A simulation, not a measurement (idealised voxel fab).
process module | voxel wiring stack
cross-section cut | 265 nm wide | cells 5 nm
A cross-section is a grid of square cells, given in bands from the top down. A band is one or more rows of cells.
Each band's line starts with the height of the band's top and of its bottom, in nm. Then come its materials from left to right, each with its width in nm. One material with "throughout" fills the band from edge to edge. "air" is empty space.
Height 0 is the level under which the wafer as received is all one material. The lowest band goes on downwards, as in "0 down".
A width such as "30 to 40" changes by the same amount from each row of cells to the next, from the band's top row to its bottom row.
"no change" after a step means that no cell of the cross-section changed.
closed voids: empty space of 8 cells or more with no open way to the top, each as width x height at its distance from the left edge, in nm
after a step's settings: what the simulator itself notes on the step
overlay nm, on a step with a mask: how far to the right of its planned place the mask lay; to the left if negative
plan
1 op RECEIVE | material Si
2 op CONFORMAL_DEP | material SiO2 | thk nm 15
3 op DIRECTIONAL_DEP | material TiN | thk nm 5
4 op DIRECTIONAL_DEP | material Ru | thk nm 25
5 op MASKED_ETCH | tone cover | mask id METAL_1 | width nm 25 | pitch nm 45 | etch materials Ru | depth nm 25 | overlay nm 0
6 op MASKED_ETCH | tone cover | mask id METAL_1 | width nm 25 | pitch nm 45 | etch materials TiN | depth nm 5 | overlay nm 0
7 op CONFORMAL_DEP | material SiN | thk nm 5
8 op FILL_DEP | material SiO2 | thk nm 5
9 op CMP | height nm 45
10 op CONFORMAL_DEP | material SiCN | thk nm 5
11 op DIRECTIONAL_DEP | material lowk | thk nm 30
12 op MASKED_ETCH | tone open | mask id METAL_2 | width nm 25 | pitch nm 45 | etch materials lowk | depth nm 15 | overlay nm 0
13 op DIRECTIONAL_DEP | material aC | thk nm 10
14 op PATTERN | tone open | mask id METAL_2_HOLES | material resist | width nm 15 | pitch nm 45 | thk nm 30 | overlay nm 0
15 op DIRECTIONAL_ETCH | etch materials aC | depth nm 10
16 op STRIP | etch materials resist
17 op DIRECTIONAL_ETCH | etch materials lowk | depth nm 15
18 op DIRECTIONAL_ETCH | etch materials SiCN | depth nm 5
19 op STRIP | etch materials aC
20 op CONFORMAL_DEP | material TiN | thk nm 5
21 op FILL_DEP | material Cu | thk nm 5
22 op CMP | height nm 80
23 op CONFORMAL_DEP | material SiCN | thk nm 5
24 op DIRECTIONAL_DEP | material SiO2 | thk nm 25
25 op MASKED_ETCH | tone open | mask id METAL_3_HOLES | width nm 15 | pitch nm 45 | etch materials SiO2 | depth nm 25 | overlay nm 0
26 op DIRECTIONAL_DEP | material aC | thk nm 15
27 op PATTERN | tone open | mask id METAL_3 | material resist | width nm 25 | pitch nm 45 | thk nm 35 | overlay nm 0
28 op DIRECTIONAL_ETCH | etch materials aC | depth nm 15
29 op STRIP | etch materials resist
30 op DIRECTIONAL_ETCH | etch materials SiO2 | depth nm 15
31 op DIRECTIONAL_ETCH | etch materials SiCN | depth nm 5
32 op STRIP | etch materials aC
33 op CONFORMAL_DEP | material TiN | thk nm 5
34 op FILL_DEP | material Cu | thk nm 5
35 op CMP | height nm 110
36 op CONFORMAL_DEP | material SiCN | thk nm 5
37 op DIRECTIONAL_DEP | material lowk | thk nm 30
38 op MASKED_ETCH | tone open | mask id METAL_4 | width nm 25 | pitch nm 45 | etch materials lowk | depth nm 20 | overlay nm 0
39 op PATTERN | tone open | mask id METAL_4_HOLES | material resist | width nm 15 | pitch nm 45 | thk nm 15 | overlay nm 0
40 op DIRECTIONAL_ETCH | etch materials lowk | depth nm 10
41 op DIRECTIONAL_ETCH | etch materials SiCN | depth nm 5
42 op STRIP | etch materials resist
43 op CONFORMAL_DEP | material TiN | thk nm 5
44 op FILL_DEP | material Cu | thk nm 10
45 op CMP | height nm 145
46 op CONFORMAL_DEP | material SiN | thk nm 5
as received, after step 1
  0 down: Si throughout
  closed voids: none
a wafer at the end: this start, this plan, one mistake
  150 to 145: SiN throughout
  145 to 130: lowk 75 | TiN 5 | Cu 15 | TiN 5 | lowk 20 | TiN 5 | Cu 15 | TiN 5 | lowk 20 | TiN 5 | Cu 15 | TiN 5 | lowk 75
  130 to 125: lowk 75 | TiN 5 | Cu 5 | TiN 15 | lowk 20 | TiN 5 | Cu 5 | TiN 15 | lowk 20 | TiN 5 | Cu 5 | TiN 15 | lowk 75
  125 to 115: lowk 75 | TiN 5 | Cu 5 | TiN 5 | lowk 30 | TiN 5 | Cu 5 | TiN 5 | lowk 30 | TiN 5 | Cu 5 | TiN 5 | lowk 85
  115 to 110: SiCN 75 | TiN 15 | SiCN 30 | TiN 15 | SiCN 30 | TiN 15 | SiCN 85
  110 to 100: SiO2 75 | TiN 5 | Cu 15 | TiN 5 | SiO2 20 | TiN 5 | Cu 15 | TiN 5 | SiO2 20 | TiN 5 | Cu 15 | TiN 5 | SiO2 75
  100 to 95: SiO2 75 | TiN 5 | Cu 5 | TiN 15 | SiO2 20 | TiN 5 | Cu 5 | TiN 15 | SiO2 20 | TiN 5 | Cu 5 | TiN 15 | SiO2 75
  95 to 85: SiO2 75 | TiN 5 | Cu 5 | TiN 5 | SiO2 30 | TiN 5 | Cu 5 | TiN 5 | SiO2 30 | TiN 5 | Cu 5 | TiN 5 | SiO2 85
  85 to 80: SiCN 75 | TiN 15 | SiCN 30 | TiN 15 | SiCN 30 | TiN 15 | SiCN 85
  80 to 70: lowk 75 | TiN 5 | Cu 15 | TiN 5 | lowk 20 | TiN 5 | Cu 15 | TiN 5 | lowk 20 | TiN 5 | Cu 15 | TiN 5 | lowk 75
  70 to 65: lowk 75 | TiN 5 | Cu 5 | TiN 15 | lowk 20 | TiN 5 | Cu 5 | TiN 15 | lowk 20 | TiN 5 | Cu 5 | TiN 15 | lowk 75
  65 to 50: lowk 75 | TiN 5 | Cu 5 | TiN 5 | lowk 30 | TiN 5 | Cu 5 | TiN 5 | lowk 30 | TiN 5 | Cu 5 | TiN 5 | lowk 85
  50 to 45: SiCN 75 | TiN 15 | SiCN 30 | TiN 15 | SiCN 30 | TiN 15 | SiCN 85
  45 to 40: SiO2 70 | SiN 35 | SiO2 10 | SiN 35 | SiO2 10 | SiN 35 | SiO2 70
  40 to 20: SiO2 70 | SiN 5 | Ru 25 | SiN 5 | SiO2 10 | SiN 5 | Ru 25 | SiN 5 | SiO2 10 | SiN 5 | Ru 25 | SiN 5 | SiO2 70
  20 to 15: SiN 75 | TiN 25 | SiN 20 | TiN 25 | SiN 20 | TiN 25 | SiN 75
  15 to 0: SiO2 throughout
  0 down: Si throughout
  closed voids: none
what went wrong: step 4 ran as: op DIRECTIONAL_DEP | material Ru | thk nm 20
